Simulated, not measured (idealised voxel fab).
process module | voxel transistor to metal
cross-section cut | 160 nm wide | cells 5 nm
A cross-section is a grid of square cells, given in bands from the top down. A band is one or more rows of cells.
Each band's line starts with the height of the band's top and of its bottom, in nm. Then come its materials from left to right, each with its width in nm. One material with "throughout" fills the band from edge to edge. "air" is empty space.
Height 0 is the level under which the wafer as received is all one material. The lowest band goes on downwards, as in "0 down".
A width such as "30 to 40" changes by the same amount from each row of cells to the next, from the band's top row to its bottom row.
"no change" after a step means that no cell of the cross-section changed.
closed voids: empty space of 8 cells or more with no open way to the top, each as width x height at its distance from the left edge, in nm
after a step's settings: what the simulator itself notes on the step
overlay nm, on a step with a mask: how far to the right of its planned place the mask lay; to the left if negative
plan
1 op RECEIVE | material Si
2 op OXIDIZE | depth nm 5
3 op CONFORMAL_DEP | material SiN | thk nm 10
4 op MASKED_ETCH | tone cover | mask id ACTIVE | width nm 100 | etch materials SiN | depth nm 10 | overlay nm 0
5 op MASKED_ETCH | tone cover | mask id ACTIVE | width nm 100 | etch materials SiO2 | depth nm 5 | overlay nm 0
6 op MASKED_ETCH | tone cover | mask id ACTIVE | width nm 100 | etch materials Si | depth nm 30 | overlay nm 0
7 op FILL_DEP | material SiO2 | thk nm 5
8 op CMP | height nm 10
9 op SELECTIVE_ETCH | etch materials SiO2 | depth nm 5
10 op STRIP | etch materials SiN
11 op SELECTIVE_ETCH | etch materials SiO2 | depth nm 5
12 op OXIDIZE | depth nm 5
13 op DIRECTIONAL_DEP | material polySi | thk nm 30
14 op DIRECTIONAL_DEP | material SiCN | thk nm 15
15 op DIRECTIONAL_DEP | material aC | thk nm 10
16 op PATTERN | tone cover | mask id GATE | material resist | width nm 20 | thk nm 30 | overlay nm 0
17 op DIRECTIONAL_ETCH | etch materials aC | depth nm 10
18 op STRIP | etch materials resist
19 op DIRECTIONAL_ETCH | etch materials SiCN | depth nm 25
20 op DIRECTIONAL_ETCH | etch materials polySi | depth nm 40
21 op STRIP | etch materials aC
22 op CONFORMAL_DEP | material SiO2 | thk nm 5
23 op DIRECTIONAL_ETCH | etch materials SiO2 | depth nm 5
24 op CONFORMAL_DEP | material SiN | thk nm 10
25 op DIRECTIONAL_ETCH | etch materials SiN | depth nm 10
26 op DIRECTIONAL_ETCH | etch materials SiO2 | depth nm 5
27 op DIRECTIONAL_ETCH | etch materials Si | depth nm 15
28 op EPI | material SiGe | thk nm 15
29 op FILL_DEP | material SiO2 | thk nm 5
30 op CMP | height nm 40
31 op DIRECTIONAL_DEP | material SiO2 | thk nm 15
32 op DIRECTIONAL_DEP | material aC | thk nm 10
33 op PATTERN | tone open | mask id CONTACT | material resist | width nm 25 | pitch nm 55 | thk nm 30 | overlay nm 0
34 op DIRECTIONAL_ETCH | etch materials aC | depth nm 10
35 op STRIP | etch materials resist
36 op DIRECTIONAL_ETCH | etch materials SiO2 | depth nm 50
37 op STRIP | etch materials aC
38 op CONFORMAL_DEP | material TiN | thk nm 5
39 op FILL_DEP | material Ru | thk nm 5
40 op CMP | height nm 55
41 op DIRECTIONAL_DEP | material TiN | thk nm 5
42 op DIRECTIONAL_DEP | material W | thk nm 25
43 op PATTERN | tone cover | mask id METAL_1 | material resist | width nm 15 | pitch nm 65 | thk nm 15 | overlay nm 0
44 op DIRECTIONAL_ETCH | etch materials W | depth nm 25
45 op DIRECTIONAL_ETCH | etch materials TiN | depth nm 5
46 op STRIP | etch materials resist
47 op FILL_DEP | material lowk | thk nm 5
48 op CMP | height nm 85
49 op CONFORMAL_DEP | material SiCN | thk nm 5
as received, after step 1
  0 down: Si throughout
  closed voids: none
first wafer at the end, as planned
  90 to 85: SiCN throughout
  85 to 60: lowk 40 | W 15 | lowk 50 | W 15 | lowk 40
  60 to 55: lowk 40 | TiN 15 | lowk 50 | TiN 15 | lowk 40
  55 to 45: SiO2 40 | TiN 5 | Ru 15 | TiN 5 | SiO2 30 | TiN 5 | Ru 15 | TiN 5 | SiO2 40
  45 to 40: SiO2 40 | TiN 5 | Ru 5 | TiN 15 | SiO2 30 | TiN 15 | Ru 5 | TiN 5 | SiO2 40
  40 to 25: SiO2 40 | TiN 5 | Ru 5 | TiN 5 | SiN 10 | SiO2 5 | SiCN 20 | SiO2 5 | SiN 10 | TiN 5 | Ru 5 | TiN 5 | SiO2 40
  25 to 10: SiO2 40 | TiN 5 | Ru 5 | TiN 5 | SiN 10 | SiO2 5 | polySi 20 | SiO2 5 | SiN 10 | TiN 5 | Ru 5 | TiN 5 | SiO2 40
  10 to 5: SiO2 40 | TiN 15 | SiN 10 | SiO2 5 | polySi 20 | SiO2 5 | SiN 10 | TiN 15 | SiO2 40
  5 to 0: SiO2 35 | SiGe 20 | SiN 10 | SiO2 5 | polySi 20 | SiO2 5 | SiN 10 | SiGe 20 | SiO2 35
  0 to -5: SiO2 30 | SiN 10 | SiGe 15 | SiN 10 | SiO2 5 | polySi 20 | SiO2 5 | SiN 10 | SiGe 15 | SiN 10 | SiO2 30
  -5 to -10: SiO2 40 | SiGe 15 | SiO2 50 | SiGe 15 | SiO2 40
  -10 to -25: SiO2 30 | Si 10 | SiGe 15 | Si 50 | SiGe 15 | Si 10 | SiO2 30
  -25 to -35: SiO2 30 | Si 100 | SiO2 30
  -35 down: Si throughout
  closed voids: none
second wafer at the end: like start, like plan, one mistake
  90 to 85: SiCN throughout
  85 to 60: lowk 40 | W 15 | lowk 50 | W 15 | lowk 40
  60 to 55: SiCN throughout
  55 to 45: SiO2 40 | TiN 5 | Ru 15 | TiN 5 | SiO2 30 | TiN 5 | Ru 15 | TiN 5 | SiO2 40
  45 to 40: SiO2 40 | TiN 5 | Ru 5 | TiN 15 | SiO2 30 | TiN 15 | Ru 5 | TiN 5 | SiO2 40
  40 to 25: SiO2 40 | TiN 5 | Ru 5 | TiN 5 | SiN 10 | SiO2 5 | SiCN 20 | SiO2 5 | SiN 10 | TiN 5 | Ru 5 | TiN 5 | SiO2 40
  25 to 10: SiO2 40 | TiN 5 | Ru 5 | TiN 5 | SiN 10 | SiO2 5 | polySi 20 | SiO2 5 | SiN 10 | TiN 5 | Ru 5 | TiN 5 | SiO2 40
  10 to 5: SiO2 40 | TiN 15 | SiN 10 | SiO2 5 | polySi 20 | SiO2 5 | SiN 10 | TiN 15 | SiO2 40
  5 to 0: SiO2 35 | SiGe 20 | SiN 10 | SiO2 5 | polySi 20 | SiO2 5 | SiN 10 | SiGe 20 | SiO2 35
  0 to -5: SiO2 30 | SiN 10 | SiGe 15 | SiN 10 | SiO2 5 | polySi 20 | SiO2 5 | SiN 10 | SiGe 15 | SiN 10 | SiO2 30
  -5 to -10: SiO2 40 | SiGe 15 | SiO2 50 | SiGe 15 | SiO2 40
  -10 to -25: SiO2 30 | Si 10 | SiGe 15 | Si 50 | SiGe 15 | Si 10 | SiO2 30
  -25 to -35: SiO2 30 | Si 100 | SiO2 30
  -35 down: Si throughout
  closed voids: none
what went wrong: step 41 ran as: op DIRECTIONAL_DEP | material SiCN | thk nm 5
at the end the second wafer has, in cells: 32 more of SiCN | 6 fewer of TiN | 26 fewer of lowk
